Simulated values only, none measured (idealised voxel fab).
Herein follows the process module entitled voxel released beams.
The cross-section on display is named cut; it measures 165 nm wide, and its cells are 5 nm squares.
For the purposes of this document, a cross-section shall be understood as a grid of square cells, specified as bands listed in top-to-bottom order, each band consisting of one or more rows of cells. Top, bottom (nm), then materials left to right with widths (nm); lone material tagged "full width" fills the whole band edge to edge; "empty" = empty space. Heights are reckoned from 0. Under this level, the received wafer is all of one material. The bottommost band is open-ended downward, for example "0 down". A two-number width, for instance "30 to 40", indicates that the width is equal to the first number in the top row of the band and to the second number in the bottom row, and that it changes by a constant amount per row of cells. It should be understood that the words "remains unaltered", when stated for a given step, signify that the cross-section underwent no change in any of its cells during that step. Heads up: "Closed internal cavities" only lists the empty pockets with no open path to the top that are 8 cells or more, and it writes them as width x height at distance, distance from the left edge, in nm. Post-settings text on a step line: simulator's own remark regarding the step. "overlay nm" on a masked step: distance the mask lay right of its planned place, negative for left.

SET OUT BELOW ARE THE PLANNED STEPS OF THE PROCESS
1. RECEIVE: material Si
2. CONFORMAL_DEP: material SiN, thk nm 5
3. DIRECTIONAL_DEP: material SiO2, thk nm 20
4. DIRECTIONAL_DEP: material aC, thk nm 15
5. PATTERN: tone open, mask id ANCHOR, material resist, width nm 30, thk nm 30, overlay nm 0
6. DIRECTIONAL_ETCH: etch materials aC, depth nm 15
7. STRIP: etch materials resist
8. DIRECTIONAL_ETCH: etch materials SiO2, depth nm 20
9. STRIP: etch materials aC
10. CONFORMAL_DEP: material polySi, thk nm 10
11. PATTERN: tone cover, mask id BEAM, material resist, width nm 75, thk nm 15, overlay nm -15
12. DIRECTIONAL_ETCH: etch materials polySi, depth nm 10
13. STRIP: etch materials resist
14. STRIP: etch materials SiO2
Among the wafers covered here, the point of difference is the overlay nm at step 11; their starting state is shared, and the plan presents the value of the first wafer.

RECEIVED CONDITION OF THE FIRST OF SEVERAL WAFERS, SECTIONED: POST-STEP 1
    0 down = Si full width
    Closed internal cavities: none

CROSS-SECTION OF THE FIRST OF SEVERAL WAFERS ONCE THE MODULE HAS RUN THROUGH ITS LAST STEP, STEP 14
    35 to 25 = 25 nm empty, then 30 nm polySi, then 10 nm empty, then 35 nm polySi, then 65 nm empty
    25 to 15 = 45 nm empty, then 10 nm polySi, then 10 nm empty, then 10 nm polySi, then 90 nm empty
    15 to 5 = 45 nm empty, then 30 nm polySi, then 90 nm empty
    5 to 0 = SiN full width
    0 down = Si full width
    Closed internal cavities: none

LAST WAFER X-SEC, END OF MODULE
    35 to 25 = 65 nm empty, then 65 nm polySi, then 35 nm empty
    25 to 15 = 45 nm empty, then 10 nm polySi, then 10 nm empty, then 10 nm polySi, then 90 nm empty
    15 to 5 = 45 nm empty, then 30 nm polySi, then 90 nm empty
    5 to 0 = SiN full width
    0 down = Si full width
    Closed internal cavities: none

PER-WAFER ROWS BELOW. FOR EACH MATERIAL: CELLS GAINED (+) OR LOST (-) SINCE THE WAFER WAS RECEIVED, AS OF END OF MODULE. THEN: CLOSED VOIDS
overlay nm -15 | +33 SiN | +46 polySi | Closed internal cavities: none
overlay nm -10 | +33 SiN | +46 polySi | Closed internal cavities: none
overlay nm -5 | +33 SiN | +46 polySi | Closed internal cavities: none
overlay nm 0 | +33 SiN | +46 polySi | Closed internal cavities: none
overlay nm 5 | +33 SiN | +46 polySi | Closed internal cavities: none
overlay nm 10 | +33 SiN | +46 polySi | Closed internal cavities: none
overlay nm 15 | +33 SiN | +46 polySi | Closed internal cavities: none
